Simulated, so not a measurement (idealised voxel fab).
Title: Process Module voxel wiring stack
Displayed cross-section: cut, width of 290 nm, square cells sized 5 nm.
This document writes a cross-section as a grid whose cells are square, and gives it as bands, listed from the top down; one or more rows of cells form a band.
Band entry format. Leading values: height of top, height of bottom, nm. Remainder: materials in left-to-right order, each with its width in nm. Special words: "all across" on a single material, which then fills the band edge to edge; "air", empty space.
Height reference: 0 = level under which incoming wafer is all one material. Lowest band: no bottom, runs on downward, e.g. "0..down".
Per-row width for "30 to 40": begins at first number (top row of band), ends at second number (bottom row), increment between rows held constant.
Where the words "changes: none" appear for a step, the cross-section shows no cell changed by that step; every cell remained as before.
Reported under the label "Sealed-off cavities" are the empty spaces having no open way to the top and comprising 8 cells or more; the notation for each is width x height at distance, in which the distance is measured from the left edge and all three values are in nm.
That trailing text on a step's line, after the settings, is the simulator's own remark on the step.
overlay nm: mask right of planned place by this much (step with mask). Neg. = left.
Read the rest as pairs. Take the cross-section before one process step, then the cross-section after it, which shows only down to the lowest band that changed. Under the pair, find the step between them and its settings. Bear in mind that pairs may come from different runs of this module on the same starting wafer: link a pair to the pair above it only where its entry headed "Incoming structure" says to.

-- Incoming structure
> 55..50  TiN 110  air 5  TiN 45  air 5  TiN 125
> 50..35  SiO2 105  TiN 5  air 5  TiN 5  SiO2 35  TiN 5  air 5  TiN 5  SiO2 120
> 35..30  SiCN 105  TiN 15  SiCN 35  TiN 15  SiCN 120
> 30..15  lowk 105  TiN 5  Ru 15  TiN 5  lowk 25  TiN 5  Ru 15  TiN 5  lowk 110
> 15..10  SiCN 105  TiN 25  SiCN 25  TiN 25  SiCN 110
> 10..0  SiO2 all across
> 0..down  Si all across
> Sealed-off cavities: none

-- As Processed
> 60..55  W all across
> 55..50  TiN 110  W 5  TiN 45  W 5  TiN 125
> 50..35  SiO2 105  TiN 5  W 5  TiN 5  SiO2 35  TiN 5  W 5  TiN 5  SiO2 120
> Under 35: no change, same as before.
> Sealed-off cavities: none
What was done to get from the upper cross-section to the lower one? FILL_DEP: material W, thk nm 5

Incoming structure: The pre-step condition corresponds to the post-step cross-section depicted in the pair directly above.

-- As Processed
> 55..50  TiN 110  W 5  TiN 45  W 5  TiN 125
> Under 50: no change, same as before.
> Sealed-off cavities: none
What was done to get from the upper cross-section to the lower one? CMP: height nm 55

Incoming structure: The pre-step condition corresponds to the post-step cross-section depicted in the pair directly above.

-- As Processed
> 60..55  SiCN all across
> Under 55: no change, same as before.
> Sealed-off cavities: none
What was done to get from the upper cross-section to the lower one? CONFORMAL_DEP: material SiCN, thk nm 5

Incoming structure: The pre-step condition corresponds to the post-step cross-section depicted in the pair directly above.

-- As Processed
> 80..60  SiO2 all across
> Under 60: no change, same as before.
> Sealed-off cavities: none
What was done to get from the upper cross-section to the lower one? DIRECTIONAL_DEP: material SiO2, thk nm 20

Incoming structure: The pre-step condition corresponds to the post-step cross-section depicted in the pair directly above.

-- As Processed
> 95..80  resist 105  air 25  resist 25  air 25  resist 110
> Under 80: no change, same as before.
> Sealed-off cavities: none
What was done to get from the upper cross-section to the lower one? PATTERN: tone open, mask id METAL_2, material resist, width nm 25, pitch nm 50, thk nm 15, overlay nm 0

Incoming structure: The pre-step condition corresponds to the post-step cross-section depicted in the pair directly above.

-- As Processed
> 95..80  resist 105  air 25  resist 25  air 25  resist 110
> 80..60  SiO2 105  air 25  SiO2 25  air 25  SiO2 110
> Under 60: no change, same as before.
> Sealed-off cavities: none
What was done to get from the upper cross-section to the lower one? DIRECTIONAL_ETCH: etch materials SiO2, depth nm 20

Incoming structure: The pre-step condition corresponds to the post-step cross-section depicted in the pair directly above.

-- As Processed
> 95..80  resist 105  air 25  resist 25  air 25  resist 110
> 80..60  SiO2 105  air 25  SiO2 25  air 25  SiO2 110
> 60..55  SiCN 105  air 25  SiCN 25  air 25  SiCN 110
> Under 55: no change, same as before.
> Sealed-off cavities: none
What was done to get from the upper cross-section to the lower one? DIRECTIONAL_ETCH: etch materials SiCN, depth nm 5

Incoming structure: The pre-step condition corresponds to the post-step cross-section depicted in the pair directly above.

-- As Processed
> 80..60  SiO2 105  air 25  SiO2 25  air 25  SiO2 110
> Under 60: no change, same as before.
> Sealed-off cavities: none
What was done to get from the upper cross-section to the lower one? STRIP: etch materials resist

Incoming structure: The pre-step condition corresponds to the post-step cross-section depicted in the pair directly above.

-- As Processed
> 85..80  TiN 110  air 15  TiN 35  air 15  TiN 115
> 80..60  SiO2 105  TiN 5  air 15  TiN 5  SiO2 25  TiN 5  air 15  TiN 5  SiO2 110
> 60..55  SiCN 105  TiN 25  SiCN 25  TiN 25  SiCN 110
> Under 55: no change, same as before.
> Sealed-off cavities: none
What was done to get from the upper cross-section to the lower one? CONFORMAL_DEP: material TiN, thk nm 5

Incoming structure: The pre-step condition corresponds to the post-step cross-section depicted in the pair directly above.

-- As Processed
> 90..85  Cu all across
> 85..80  TiN 110  Cu 15  TiN 35  Cu 15  TiN 115
> 80..60  SiO2 105  TiN 5  Cu 15  TiN 5  SiO2 25  TiN 5  Cu 15  TiN 5  SiO2 110
> Under 60: no change, same as before.
> Sealed-off cavities: none
What was done to get from the upper cross-section to the lower one? FILL_DEP: material Cu, thk nm 5

Incoming structure: The pre-step condition corresponds to the post-step cross-section depicted in the pair directly above.

-- As Processed
> 80..60  SiO2 105  TiN 5  Cu 15  TiN 5  SiO2 25  TiN 5  Cu 15  TiN 5  SiO2 110
> Under 60: no change, same as before.
> Sealed-off cavities: none
What was done to get from the upper cross-section to the lower one? CMP: height nm 80

Incoming structure: The pre-step condition corresponds to the post-step cross-section depicted in the pair directly above.

-- As Processed
> 85..80  SiCN all across
> Under 80: no change, same as before.
> Sealed-off cavities: none
What was done to get from the upper cross-section to the lower one? CONFORMAL_DEP: material SiCN, thk nm 5

-- Incoming structure
> 30..15  lowk 105  air 25  lowk 25  air 25  lowk 110
> 15..10  SiCN all across
> 10..0  SiO2 all across
> 0..down  Si all across
> Sealed-off cavities: none

-- As Processed
> 30..15  lowk 105  air 25  lowk 25  air 25  lowk 110
> 15..10  SiCN 110  air 15  SiCN 35  air 15  SiCN 115
> Under 10: no change, same as before.
> Sealed-off cavities: none
What was done to get from the upper cross-section to the lower one? MASKED_ETCH: tone open, mask id METAL_1, width nm 15, pitch nm 50, etch materials SiCN, depth nm 5, overlay nm 0

Incoming structure: The pre-step condition corresponds to the post-step cross-section depicted in the pair directly above.

-- As Processed
> 35..30  TiN 110  air 15  TiN 35  air 15  TiN 115
> 30..20  lowk 105  TiN 5  air 15  TiN 5  lowk 25  TiN 5  air 15  TiN 5  lowk 110
> 20..15  lowk 105  TiN 10  air 5  TiN 10  lowk 25  TiN 10  air 5  TiN 10  lowk 110
> 15..10  SiCN 110  TiN 15  SiCN 35  TiN 15  SiCN 115
> Under 10: no change, same as before.
> Sealed-off cavities: none
What was done to get from the upper cross-section to the lower one? CONFORMAL_DEP: material TiN, thk nm 5

Incoming structure: The pre-step condition corresponds to the post-step cross-section depicted in the pair directly above.

-- As Processed
> 40..35  Ru all across
> 35..30  TiN 110  Ru 15  TiN 35  Ru 15  TiN 115
> 30..20  lowk 105  TiN 5  Ru 15  TiN 5  lowk 25  TiN 5  Ru 15  TiN 5  lowk 110
> 20..15  lowk 105  TiN 10  Ru 5  TiN 10  lowk 25  TiN 10  Ru 5  TiN 10  lowk 110
> Under 15: no change, same as before.
> Sealed-off cavities: none
What was done to get from the upper cross-section to the lower one? FILL_DEP: material Ru, thk nm 5

Incoming structure: The pre-step condition corresponds to the post-step cross-section depicted in the pair directly above.

-- As Processed
> 30..20  lowk 105  TiN 5  Ru 15  TiN 5  lowk 25  TiN 5  Ru 15  TiN 5  lowk 110
> Under 20: no change, same as before.
> Sealed-off cavities: none
What was done to get from the upper cross-section to the lower one? CMP: height nm 30

Incoming structure: The pre-step condition corresponds to the post-step cross-section depicted in the pair directly above.

-- As Processed
> 35..30  SiCN all across
> Under 30: no change, same as before.
> Sealed-off cavities: none
What was done to get from the upper cross-section to the lower one? CONFORMAL_DEP: material SiCN, thk nm 5

Incoming structure: The pre-step condition corresponds to the post-step cross-section depicted in the pair directly above.

-- As Processed
> 55..35  SiO2 all across
> Under 35: no change, same as before.
> Sealed-off cavities: none
What was done to get from the upper cross-section to the lower one? DIRECTIONAL_DEP: material SiO2, thk nm 20

Incoming structure: The pre-step condition corresponds to the post-step cross-section depicted in the pair directly above.

-- As Processed
> 70..55  resist 105  air 15  resist 35  air 15  resist 120
> Under 55: no change, same as before.
> Sealed-off cavities: none
What was done to get from the upper cross-section to the lower one? PATTERN: tone open, mask id PLUG_1, material resist, width nm 15, pitch nm 50, thk nm 15, overlay nm 0

Incoming structure: The pre-step condition corresponds to the post-step cross-section depicted in the pair directly above.

-- As Processed
> 70..55  resist 105  air 15  resist 35  air 15  resist 120
> 55..35  SiO2 105  air 15  SiO2 35  air 15  SiO2 120
> Under 35: no change, same as before.
> Sealed-off cavities: none
What was done to get from the upper cross-section to the lower one? DIRECTIONAL_ETCH: etch materials SiO2, depth nm 20

Incoming structure: The pre-step condition corresponds to the post-step cross-section depicted in the pair directly above.

-- As Processed
> 70..55  resist 105  air 15  resist 35  air 15  resist 120
> 55..35  SiO2 105  air 15  SiO2 35  air 15  SiO2 120
> 35..30  SiCN 105  air 15  SiCN 35  air 15  SiCN 120
> Under 30: no change, same as before.
> Sealed-off cavities: none
What was done to get from the upper cross-section to the lower one? DIRECTIONAL_ETCH: etch materials SiCN, depth nm 5

Incoming structure: The pre-step condition corresponds to the post-step cross-section depicted in the pair directly above.

-- As Processed
> 55..35  SiO2 105  air 15  SiO2 35  air 15  SiO2 120
> Under 35: no change, same as before.
> Sealed-off cavities: none
What was done to get from the upper cross-section to the lower one? STRIP: etch materials resist

Incoming structure: The pre-step condition corresponds to the post-step cross-section depicted in the pair directly above.

-- As Processed
> 60..55  TiN 110  air 5  TiN 45  air 5  TiN 125
> 55..35  SiO2 105  TiN 5  air 5  TiN 5  SiO2 35  TiN 5  air 5  TiN 5  SiO2 120
> 35..30  SiCN 105  TiN 15  SiCN 35  TiN 15  SiCN 120
> Under 30: no change, same as before.
> Sealed-off cavities: none
What was done to get from the upper cross-section to the lower one? CONFORMAL_DEP: material TiN, thk nm 5

Incoming structure: The pre-step condition corresponds to the post-step cross-section depicted in the pair directly above.

-- As Processed
> 65..60  W all across
> 60..55  TiN 110  W 5  TiN 45  W 5  TiN 125
> 55..35  SiO2 105  TiN 5  W 5  TiN 5  SiO2 35  TiN 5  W 5  TiN 5  SiO2 120
> Under 35: no change, same as before.
> Sealed-off cavities: none
What was done to get from the upper cross-section to the lower one? FILL_DEP: material W, thk nm 5

Incoming structure: The pre-step condition corresponds to the post-step cross-section depicted in the pair directly above.

-- As Processed
> 55..35  SiO2 105  TiN 5  W 5  TiN 5  SiO2 35  TiN 5  W 5  TiN 5  SiO2 120
> Under 35: no change, same as before.
> Sealed-off cavities: none
What was done to get from the upper cross-section to the lower one? CMP: height nm 55

Incoming structure: The pre-step condition corresponds to the post-step cross-section depicted in the pair directly above.

-- As Processed
> 60..55  SiCN all across
> Under 55: no change, same as before.
> Sealed-off cavities: none
What was done to get from the upper cross-section to the lower one? CONFORMAL_DEP: material SiCN, thk nm 5

Incoming structure: The pre-step condition corresponds to the post-step cross-section depicted in the pair directly above.

-- As Processed
> 80..60  SiO2 all across
> Under 60: no change, same as before.
> Sealed-off cavities: none
What was done to get from the upper cross-section to the lower one? DIRECTIONAL_DEP: material SiO2, thk nm 20

Incoming structure: The pre-step condition corresponds to the post-step cross-section depicted in the pair directly above.

-- As Processed
> 95..80  resist 105  air 25  resist 25  air 25  resist 110
> Under 80: no change, same as before.
> Sealed-off cavities: none
What was done to get from the upper cross-section to the lower one? PATTERN: tone open, mask id METAL_2, material resist, width nm 25, pitch nm 50, thk nm 15, overlay nm 0

Incoming structure: The pre-step condition corresponds to the post-step cross-section depicted in the pair directly above.

-- As Processed
> 95..80  resist 105  air 25  resist 25  air 25  resist 110
> 80..60  SiO2 105  air 25  SiO2 25  air 25  SiO2 110
> Under 60: no change, same as before.
> Sealed-off cavities: none
What was done to get from the upper cross-section to the lower one? DIRECTIONAL_ETCH: etch materials SiO2, depth nm 20

Incoming structure: The pre-step condition corresponds to the post-step cross-section depicted in the pair directly above.

-- As Processed
> 95..80  resist 105  air 25  resist 25  air 25  resist 110
> 80..60  SiO2 105  air 25  SiO2 25  air 25  SiO2 110
> 60..55  SiCN 105  air 25  SiCN 25  air 25  SiCN 110
> Under 55: no change, same as before.
> Sealed-off cavities: none
What was done to get from the upper cross-section to the lower one? DIRECTIONAL_ETCH: etch materials SiCN, depth nm 5

Incoming structure: The pre-step condition corresponds to the post-step cross-section depicted in the pair directly above.

-- As Processed
> 80..60  SiO2 105  air 25  SiO2 25  air 25  SiO2 110
> Under 60: no change, same as before.
> Sealed-off cavities: none
What was done to get from the upper cross-section to the lower one? STRIP: etch materials resist

Incoming structure: The pre-step condition corresponds to the post-step cross-section depicted in the pair directly above.

-- As Processed
> 85..80  TiN 110  air 15  TiN 35  air 15  TiN 115
> 80..60  SiO2 105  TiN 5  air 15  TiN 5  SiO2 25  TiN 5  air 15  TiN 5  SiO2 110
> 60..55  SiCN 105  TiN 25  SiCN 25  TiN 25  SiCN 110
> Under 55: no change, same as before.
> Sealed-off cavities: none
What was done to get from the upper cross-section to the lower one? CONFORMAL_DEP: material TiN, thk nm 5

Incoming structure: The pre-step condition corresponds to the post-step cross-section depicted in the pair directly above.

-- As Processed
> 90..85  Cu all across
> 85..80  TiN 110  Cu 15  TiN 35  Cu 15  TiN 115
> 80..60  SiO2 105  TiN 5  Cu 15  TiN 5  SiO2 25  TiN 5  Cu 15  TiN 5  SiO2 110
> Under 60: no change, same as before.
> Sealed-off cavities: none
What was done to get from the upper cross-section to the lower one? FILL_DEP: material Cu, thk nm 5

Incoming structure: The pre-step condition corresponds to the post-step cross-section depicted in the pair directly above.

-- As Processed
> 80..60  SiO2 105  TiN 5  Cu 15  TiN 5  SiO2 25  TiN 5  Cu 15  TiN 5  SiO2 110
> Under 60: no change, same as before.
> Sealed-off cavities: none
What was done to get from the upper cross-section to the lower one? CMP: height nm 80

Incoming structure: The pre-step condition corresponds to the post-step cross-section depicted in the pair directly above.

-- As Processed
> 85..80  SiCN all across
> Under 80: no change, same as before.
> Sealed-off cavities: none
What was done to get from the upper cross-section to the lower one? CONFORMAL_DEP: material SiCN, thk nm 5

-- Incoming structure
> 30..15  lowk all across
> 15..10  SiCN all across
> 10..0  SiO2 all across
> 0..down  Si all across
> Sealed-off cavities: none

-- As Processed
> 30..15  lowk 110  air 25  lowk 25  air 25  lowk 105
> Under 15: no change, same as before.
> Sealed-off cavities: none
What was done to get from the upper cross-section to the lower one? MASKED_ETCH: tone open, mask id METAL_1, width nm 25, pitch nm 50, etch materials lowk, depth nm 15, overlay nm 5

Incoming structure: The pre-step condition corresponds to the post-step cross-section depicted in the pair directly above.

-- As Processed
> 30..15  lowk 110  air 25  lowk 25  air 25  lowk 105
> 15..10  SiCN 110  air 20  SiCN 30  air 20  SiCN 110
> Under 10: no change, same as before.
> Sealed-off cavities: none
What was done to get from the upper cross-section to the lower one? MASKED_ETCH: tone open, mask id METAL_1, width nm 25, pitch nm 50, etch materials SiCN, depth nm 5, overlay nm 0

Incoming structure: The pre-step condition corresponds to the post-step cross-section depicted in the pair directly above.

-- As Processed
> 35..30  TiN 115  air 15  TiN 35  air 15  TiN 110
> 30..20  lowk 110  TiN 5  air 15  TiN 5  lowk 25  TiN 5  air 15  TiN 5  lowk 105
> 20..15  lowk 110  TiN 5  air 10  TiN 10  lowk 25  TiN 5  air 10  TiN 10  lowk 105
> 15..10  SiCN 110  TiN 20  SiCN 30  TiN 20  SiCN 110
> Under 10: no change, same as before.
> Sealed-off cavities: none
What was done to get from the upper cross-section to the lower one? CONFORMAL_DEP: material TiN, thk nm 5

Incoming structure: The pre-step condition corresponds to the post-step cross-section depicted in the pair directly above.

-- As Processed
> 40..35  Ru all across
> 35..30  TiN 115  Ru 15  TiN 35  Ru 15  TiN 110
> 30..20  lowk 110  TiN 5  Ru 15  TiN 5  lowk 25  TiN 5  Ru 15  TiN 5  lowk 105
> 20..15  lowk 110  TiN 5  Ru 10  TiN 10  lowk 25  TiN 5  Ru 10  TiN 10  lowk 105
> Under 15: no change, same as before.
> Sealed-off cavities: none
What was done to get from the upper cross-section to the lower one? FILL_DEP: material Ru, thk nm 5

Incoming structure: The pre-step condition corresponds to the post-step cross-section depicted in the pair directly above.

-- As Processed
> 30..20  lowk 110  TiN 5  Ru 15  TiN 5  lowk 25  TiN 5  Ru 15  TiN 5  lowk 105
> Under 20: no change, same as before.
> Sealed-off cavities: none
What was done to get from the upper cross-section to the lower one? CMP: height nm 30

Incoming structure: The pre-step condition corresponds to the post-step cross-section depicted in the pair directly above.

-- As Processed
> 35..30  SiCN all across
> Under 30: no change, same as before.
> Sealed-off cavities: none
What was done to get from the upper cross-section to the lower one? CONFORMAL_DEP: material SiCN, thk nm 5

Incoming structure: The pre-step condition corresponds to the post-step cross-section depicted in the pair directly above.

-- As Processed
> 55..35  SiO2 all across
> Under 35: no change, same as before.
> Sealed-off cavities: none
What was done to get from the upper cross-section to the lower one? DIRECTIONAL_DEP: material SiO2, thk nm 20

Incoming structure: The pre-step condition corresponds to the post-step cross-section depicted in the pair directly above.

-- As Processed
> 70..55  resist 105  air 15  resist 35  air 15  resist 120
> Under 55: no change, same as before.
> Sealed-off cavities: none
What was done to get from the upper cross-section to the lower one? PATTERN: tone open, mask id PLUG_1, material resist, width nm 15, pitch nm 50, thk nm 15, overlay nm 0

Incoming structure: The pre-step condition corresponds to the post-step cross-section depicted in the pair directly above.

-- As Processed
> 70..55  resist 105  air 15  resist 35  air 15  resist 120
> 55..35  SiO2 105  air 15  SiO2 35  air 15  SiO2 120
> Under 35: no change, same as before.
> Sealed-off cavities: none
What was done to get from the upper cross-section to the lower one? DIRECTIONAL_ETCH: etch materials SiO2, depth nm 20

Incoming structure: The pre-step condition corresponds to the post-step cross-section depicted in the pair directly above.

-- As Processed
> 70..55  resist 105  air 15  resist 35  air 15  resist 120
> 55..35  SiO2 105  air 15  SiO2 35  air 15  SiO2 120
> 35..30  SiCN 105  air 15  SiCN 35  air 15  SiCN 120
> Under 30: no change, same as before.
> Sealed-off cavities: none
What was done to get from the upper cross-section to the lower one? DIRECTIONAL_ETCH: etch materials SiCN, depth nm 5

Incoming structure: The pre-step condition corresponds to the post-step cross-section depicted in the pair directly above.

-- As Processed
> 55..35  SiO2 105  air 15  SiO2 35  air 15  SiO2 120
> Under 35: no change, same as before.
> Sealed-off cavities: none
What was done to get from the upper cross-section to the lower one? STRIP: etch materials resist

Incoming structure: The pre-step condition corresponds to the post-step cross-section depicted in the pair directly above.

-- As Processed
> 60..55  TiN 110  air 5  TiN 45  air 5  TiN 125
> 55..35  SiO2 105  TiN 5  air 5  TiN 5  SiO2 35  TiN 5  air 5  TiN 5  SiO2 120
> 35..30  SiCN 105  TiN 15  SiCN 35  TiN 15  SiCN 120
> Under 30: no change, same as before.
> Sealed-off cavities: none
What was done to get from the upper cross-section to the lower one? CONFORMAL_DEP: material TiN, thk nm 5

Incoming structure: The pre-step condition corresponds to the post-step cross-section depicted in the pair directly above.

-- As Processed
> 65..60  W all across
> 60..55  TiN 110  W 5  TiN 45  W 5  TiN 125
> 55..35  SiO2 105  TiN 5  W 5  TiN 5  SiO2 35  TiN 5  W 5  TiN 5  SiO2 120
> Under 35: no change, same as before.
> Sealed-off cavities: none
What was done to get from the upper cross-section to the lower one? FILL_DEP: material W, thk nm 5

Incoming structure: The pre-step condition corresponds to the post-step cross-section depicted in the pair directly above.

-- As Processed
> 55..35  SiO2 105  TiN 5  W 5  TiN 5  SiO2 35  TiN 5  W 5  TiN 5  SiO2 120
> Under 35: no change, same as before.
> Sealed-off cavities: none
What was done to get from the upper cross-section to the lower one? CMP: height nm 55

Incoming structure: The pre-step condition corresponds to the post-step cross-section depicted in the pair directly above.

-- As Processed
> 60..55  SiCN all across
> Under 55: no change, same as before.
> Sealed-off cavities: none
What was done to get from the upper cross-section to the lower one? CONFORMAL_DEP: material SiCN, thk nm 5

Incoming structure: The pre-step condition corresponds to the post-step cross-section depicted in the pair directly above.

-- As Processed
> 80..60  SiO2 all across
> Under 60: no change, same as before.
> Sealed-off cavities: none
What was done to get from the upper cross-section to the lower one? DIRECTIONAL_DEP: material SiO2, thk nm 20

Incoming structure: The pre-step condition corresponds to the post-step cross-section depicted in the pair directly above.

-- As Processed
> 95..80  resist 105  air 25  resist 25  air 25  resist 110
> Under 80: no change, same as before.
> Sealed-off cavities: none
What was done to get from the upper cross-section to the lower one? PATTERN: tone open, mask id METAL_2, material resist, width nm 25, pitch nm 50, thk nm 15, overlay nm 0

Incoming structure: The pre-step condition corresponds to the post-step cross-section depicted in the pair directly above.

-- As Processed
> 95..80  resist 105  air 25  resist 25  air 25  resist 110
> 80..60  SiO2 105  air 25  SiO2 25  air 25  SiO2 110
> Under 60: no change, same as before.
> Sealed-off cavities: none
What was done to get from the upper cross-section to the lower one? DIRECTIONAL_ETCH: etch materials SiO2, depth nm 20

Incoming structure: The pre-step condition corresponds to the post-step cross-section depicted in the pair directly above.

-- As Processed
> 95..80  resist 105  air 25  resist 25  air 25  resist 110
> 80..60  SiO2 105  air 25  SiO2 25  air 25  SiO2 110
> 60..55  SiCN 105  air 25  SiCN 25  air 25  SiCN 110
> Under 55: no change, same as before.
> Sealed-off cavities: none
What was done to get from the upper cross-section to the lower one? DIRECTIONAL_ETCH: etch materials SiCN, depth nm 5

Incoming structure: The pre-step condition corresponds to the post-step cross-section depicted in the pair directly above.

-- As Processed
> 80..60  SiO2 105  air 25  SiO2 25  air 25  SiO2 110
> Under 60: no change, same as before.
> Sealed-off cavities: none
What was done to get from the upper cross-section to the lower one? STRIP: etch materials resist

Incoming structure: The pre-step condition corresponds to the post-step cross-section depicted in the pair directly above.

-- As Processed
> 85..80  TiN 110  air 15  TiN 35  air 15  TiN 115
> 80..60  SiO2 105  TiN 5  air 15  TiN 5  SiO2 25  TiN 5  air 15  TiN 5  SiO2 110
> 60..55  SiCN 105  TiN 25  SiCN 25  TiN 25  SiCN 110
> Under 55: no change, same as before.
> Sealed-off cavities: none
What was done to get from the upper cross-section to the lower one? CONFORMAL_DEP: material TiN, thk nm 5

Incoming structure: The pre-step condition corresponds to the post-step cross-section depicted in the pair directly above.

-- As Processed
> 90..85  Cu all across
> 85..80  TiN 110  Cu 15  TiN 35  Cu 15  TiN 115
> 80..60  SiO2 105  TiN 5  Cu 15  TiN 5  SiO2 25  TiN 5  Cu 15  TiN 5  SiO2 110
> Under 60: no change, same as before.
> Sealed-off cavities: none
What was done to get from the upper cross-section to the lower one? FILL_DEP: material Cu, thk nm 5

Incoming structure: The pre-step condition corresponds to the post-step cross-section depicted in the pair directly above.

-- As Processed
> 80..60  SiO2 105  TiN 5  Cu 15  TiN 5  SiO2 25  TiN 5  Cu 15  TiN 5  SiO2 110
> Under 60: no change, same as before.
> Sealed-off cavities: none
What was done to get from the upper cross-section to the lower one? CMP: height nm 80

Incoming structure: The pre-step condition corresponds to the post-step cross-section depicted in the pair directly above.

-- As Processed
> 85..80  SiCN all across
> Under 80: no change, same as before.
> Sealed-off cavities: none
What was done to get from the upper cross-section to the lower one? CONFORMAL_DEP: material SiCN, thk nm 5

-- Incoming structure
> 85..80  TiN 110  air 15  TiN 35  air 15  TiN 115
> 80..60  SiO2 105  TiN 5  air 15  TiN 5  SiO2 25  TiN 5  air 15  TiN 5  SiO2 110
> 60..55  SiCN 105  TiN 25  SiCN 25  TiN 25  SiCN 110
> 55..35  SiO2 105  TiN 5  W 5  TiN 5  SiO2 35  TiN 5  W 5  TiN 5  SiO2 120
> 35..30  SiCN 105  TiN 15  SiCN 35  TiN 15  SiCN 120
> 30..15  lowk 105  TiN 5  Ru 15  TiN 5  lowk 25  TiN 5  Ru 15  TiN 5  lowk 110
> 15..10  SiCN 105  TiN 25  SiCN 25  TiN 25  SiCN 110
> 10..0  SiO2 all across
> 0..down  Si all across
> Sealed-off cavities: none

-- As Processed
> 90..85  SiCN all across
> 85..80  TiN 110  SiCN 15  TiN 35  SiCN 15  TiN 115
> 80..60  SiO2 105  TiN 5  SiCN 15  TiN 5  SiO2 25  TiN 5  SiCN 15  TiN 5  SiO2 110
> Under 60: no change, same as before.
> Sealed-off cavities: none
What was done to get from the upper cross-section to the lower one? FILL_DEP: material SiCN, thk nm 5

Incoming structure: The pre-step condition corresponds to the post-step cross-section depicted in the pair directly above.

-- As Processed
> 80..60  SiO2 105  TiN 5  SiCN 15  TiN 5  SiO2 25  TiN 5  SiCN 15  TiN 5  SiO2 110
> Under 60: no change, same as before.
> Sealed-off cavities: none
What was done to get from the upper cross-section to the lower one? CMP: height nm 80

Incoming structure: The pre-step condition corresponds to the post-step cross-section depicted in the pair directly above.

-- As Processed
> 85..80  SiCN all across
> Under 80: no change, same as before.
> Sealed-off cavities: none
What was done to get from the upper cross-section to the lower one? CONFORMAL_DEP: material SiCN, thk nm 5

-- Incoming structure
> 55..35  SiO2 all across
> 35..30  SiCN all across
> 30..15  lowk 105  TiN 5  Ru 15  TiN 5  lowk 25  TiN 5  Ru 15  TiN 5  lowk 110
> 15..10  SiCN 105  TiN 25  SiCN 25  TiN 25  SiCN 110
> 10..0  SiO2 all across
> 0..down  Si all across
> Sealed-off cavities: none

-- As Processed
> 70..55  air 105  resist 15  air 35  resist 15  air 120
> Under 55: no change, same as before.
> Sealed-off cavities: none
What was done to get from the upper cross-section to the lower one? PATTERN: tone cover, mask id PLUG_1, material resist, width nm 15, pitch nm 50, thk nm 15, overlay nm 0

Incoming structure: The pre-step condition corresponds to the post-step cross-section depicted in the pair directly above.

-- As Processed
> 70..55  air 105  resist 15  air 35  resist 15  air 120
> 55..35  air 105  SiO2 15  air 35  SiO2 15  air 120
> Under 35: no change, same as before.
> Sealed-off cavities: none
What was done to get from the upper cross-section to the lower one? DIRECTIONAL_ETCH: etch materials SiO2, depth nm 20

Incoming structure: The pre-step condition corresponds to the post-step cross-section depicted in the pair directly above.

-- As Processed
> 70..55  air 105  resist 15  air 35  resist 15  air 120
> 55..35  air 105  SiO2 15  air 35  SiO2 15  air 120
> 35..30  air 105  SiCN 15  air 35  SiCN 15  air 120
> Under 30: no change, same as before.
> Sealed-off cavities: none
What was done to get from the upper cross-section to the lower one? DIRECTIONAL_ETCH: etch materials SiCN, depth nm 5

Incoming structure: The pre-step condition corresponds to the post-step cross-section depicted in the pair directly above.

-- As Processed
> 55..35  air 105  SiO2 15  air 35  SiO2 15  air 120
> Under 35: no change, same as before.
> Sealed-off cavities: none
What was done to get from the upper cross-section to the lower one? STRIP: etch materials resist

Incoming structure: The pre-step condition corresponds to the post-step cross-section depicted in the pair directly above.

-- As Processed
> 60..55  air 100  TiN 25  air 25  TiN 25  air 115
> 55..35  air 100  TiN 5  SiO2 15  TiN 5  air 25  TiN 5  SiO2 15  TiN 5  air 115
> 35..30  TiN 105  SiCN 15  TiN 35  SiCN 15  TiN 120
> Under 30: no change, same as before.
> Sealed-off cavities: none
What was done to get from the upper cross-section to the lower one? CONFORMAL_DEP: material TiN, thk nm 5

Incoming structure: The pre-step condition corresponds to the post-step cross-section depicted in the pair directly above.

-- As Processed
> 65..60  W all across
> 60..55  W 100  TiN 25  W 25  TiN 25  W 115
> 55..35  W 100  TiN 5  SiO2 15  TiN 5  W 25  TiN 5  SiO2 15  TiN 5  W 115
> Under 35: no change, same as before.
> Sealed-off cavities: none
What was done to get from the upper cross-section to the lower one? FILL_DEP: material W, thk nm 5

Incoming structure: The pre-step condition corresponds to the post-step cross-section depicted in the pair directly above.

-- As Processed
> 55..35  W 100  TiN 5  SiO2 15  TiN 5  W 25  TiN 5  SiO2 15  TiN 5  W 115
> Under 35: no change, same as before.
> Sealed-off cavities: none
What was done to get from the upper cross-section to the lower one? CMP: height nm 55

Incoming structure: The pre-step condition corresponds to the post-step cross-section depicted in the pair directly above.

-- As Processed
> 60..55  SiCN all across
> Under 55: no change, same as before.
> Sealed-off cavities: none
What was done to get from the upper cross-section to the lower one? CONFORMAL_DEP: material SiCN, thk nm 5

Incoming structure: The pre-step condition corresponds to the post-step cross-section depicted in the pair directly above.

-- As Processed
> 80..60  SiO2 all across
> Under 60: no change, same as before.
> Sealed-off cavities: none
What was done to get from the upper cross-section to the lower one? DIRECTIONAL_DEP: material SiO2, thk nm 20

Incoming structure: The pre-step condition corresponds to the post-step cross-section depicted in the pair directly above.

-- As Processed
> 95..80  resist 105  air 25  resist 25  air 25  resist 110
> Under 80: no change, same as before.
> Sealed-off cavities: none
What was done to get from the upper cross-section to the lower one? PATTERN: tone open, mask id METAL_2, material resist, width nm 25, pitch nm 50, thk nm 15, overlay nm 0

Incoming structure: The pre-step condition corresponds to the post-step cross-section depicted in the pair directly above.

-- As Processed
> 95..80  resist 105  air 25  resist 25  air 25  resist 110
> 80..60  SiO2 105  air 25  SiO2 25  air 25  SiO2 110
> Under 60: no change, same as before.
> Sealed-off cavities: none
What was done to get from the upper cross-section to the lower one? DIRECTIONAL_ETCH: etch materials SiO2, depth nm 20

Incoming structure: The pre-step condition corresponds to the post-step cross-section depicted in the pair directly above.

-- As Processed
> 95..80  resist 105  air 25  resist 25  air 25  resist 110
> 80..60  SiO2 105  air 25  SiO2 25  air 25  SiO2 110
> 60..55  SiCN 105  air 25  SiCN 25  air 25  SiCN 110
> Under 55: no change, same as before.
> Sealed-off cavities: none
What was done to get from the upper cross-section to the lower one? DIRECTIONAL_ETCH: etch materials SiCN, depth nm 5

Incoming structure: The pre-step condition corresponds to the post-step cross-section depicted in the pair directly above.

-- As Processed
> 80..60  SiO2 105  air 25  SiO2 25  air 25  SiO2 110
> Under 60: no change, same as before.
> Sealed-off cavities: none
What was done to get from the upper cross-section to the lower one? STRIP: etch materials resist
